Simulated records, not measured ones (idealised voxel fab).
process module | voxel ribs on slabs
cross-section cut | 265 nm wide | cells 5 nm
A cross-section is a grid of square cells, given in bands from the top down. A band is one or more rows of cells.
Each band's line starts with the height of the band's top and of its bottom, in nm. Then come its materials from left to right, each with its width in nm. One material with "throughout" fills the band from edge to edge. "air" is empty space.
Height 0 is the level under which the wafer as received is all one material. The lowest band goes on downwards, as in "0 down".
A width such as "30 to 40" changes by the same amount from each row of cells to the next, from the band's top row to its bottom row.
"no change" after a step means that no cell of the cross-section changed.
closed voids: empty space of 8 cells or more with no open way to the top, each as width x height at its distance from the left edge, in nm
after a step's settings: what the simulator itself notes on the step
overlay nm, on a step with a mask: how far to the right of its planned place the mask lay; to the left if negative
plan
1 op RECEIVE | material Si
2 op DIRECTIONAL_DEP | material SiO2 | thk nm 30
3 op DIRECTIONAL_DEP | material polySi | thk nm 20
4 op DIRECTIONAL_DEP | material aC | thk nm 15
5 op PATTERN | tone cover | mask id RIB | material resist | width nm 30 | thk nm 35 | overlay nm 0
6 op DIRECTIONAL_ETCH | etch materials aC | depth nm 15
7 op STRIP | etch materials resist
8 op DIRECTIONAL_ETCH | etch materials polySi | depth nm 10
9 op STRIP | etch materials aC
10 op DIRECTIONAL_DEP | material aC | thk nm 10
11 op PATTERN | tone cover | mask id SLAB | material resist | width nm 80 | thk nm 25 | overlay nm 0
12 op DIRECTIONAL_ETCH | etch materials aC | depth nm 10
13 op STRIP | etch materials resist
14 op DIRECTIONAL_ETCH | etch materials polySi | depth nm 10
15 op STRIP | etch materials aC
16 op FILL_DEP | material SiO2 | thk nm 25
17 op CMP | height nm 70
18 op DIRECTIONAL_DEP | material W | thk nm 10
19 op MASKED_ETCH | tone cover | mask id HEATER | width nm 40 | etch materials W | depth nm 10 | overlay nm 0
20 op CONFORMAL_DEP | material SiO2 | thk nm 10
first wafer, as planned
as received, after step 1
  0 down: Si throughout
  closed voids: none
after step 2
  30 to 0: SiO2 throughout
  below 0: unchanged
after step 3
  50 to 30: polySi throughout
  below 30: unchanged
after step 4
  65 to 50: aC throughout
  below 50: unchanged
after step 5
  100 to 65: air 115 | resist 30 | air 120
  below 65: unchanged
after step 6
  85 to 65: air 115 | resist 30 | air 120
  65 to 50: air 115 | aC 30 | air 120
  below 50: unchanged
after step 7
  65 to 50: air 115 | aC 30 | air 120
  below 50: unchanged
after step 8
  65 to 50: air 115 | aC 30 | air 120
  50 to 40: air 115 | polySi 30 | air 120
  below 40: unchanged
after step 9
  50 to 40: air 115 | polySi 30 | air 120
  below 40: unchanged
after step 10
  60 to 50: air 115 | aC 30 | air 120
  50 to 40: aC 115 | polySi 30 | aC 120
  below 40: unchanged
after step 11
  85 to 60: air 90 | resist 80 | air 95
  60 to 50: air 90 | resist 25 | aC 30 | resist 25 | air 95
  below 50: unchanged
after step 12
  75 to 60: air 90 | resist 80 | air 95
  60 to 50: air 90 | resist 25 | aC 30 | resist 25 | air 95
  50 to 40: air 90 | aC 25 | polySi 30 | aC 25 | air 95
  below 40: unchanged
after step 13
  60 to 50: air 115 | aC 30 | air 120
  below 50: unchanged
after step 14
  60 to 50: air 115 | aC 30 | air 120
  50 to 40: air 90 | aC 25 | polySi 30 | aC 25 | air 95
  40 to 30: air 90 | polySi 80 | air 95
  below 30: unchanged
after step 15
  50 to 40: air 115 | polySi 30 | air 120
  below 40: unchanged
after step 16
  75 to 50: SiO2 throughout
  50 to 40: SiO2 115 | polySi 30 | SiO2 120
  40 to 30: SiO2 90 | polySi 80 | SiO2 95
  below 30: unchanged
after step 17
  70 to 50: SiO2 throughout
  below 50: unchanged
after step 18
  80 to 70: W throughout
  below 70: unchanged
after step 19
  80 to 70: air 110 | W 40 | air 115
  below 70: unchanged
after step 20
  90 to 80: air 100 | SiO2 60 | air 105
  80 to 70: SiO2 110 | W 40 | SiO2 115
  below 70: unchanged
second wafer: like start, like plan, one mistake. Through step 19 it matches the first wafer
when step 20 should have ended: no change
what went wrong: step 20 was left out
at the end the second wafer has, in cells: 114 fewer of SiO2
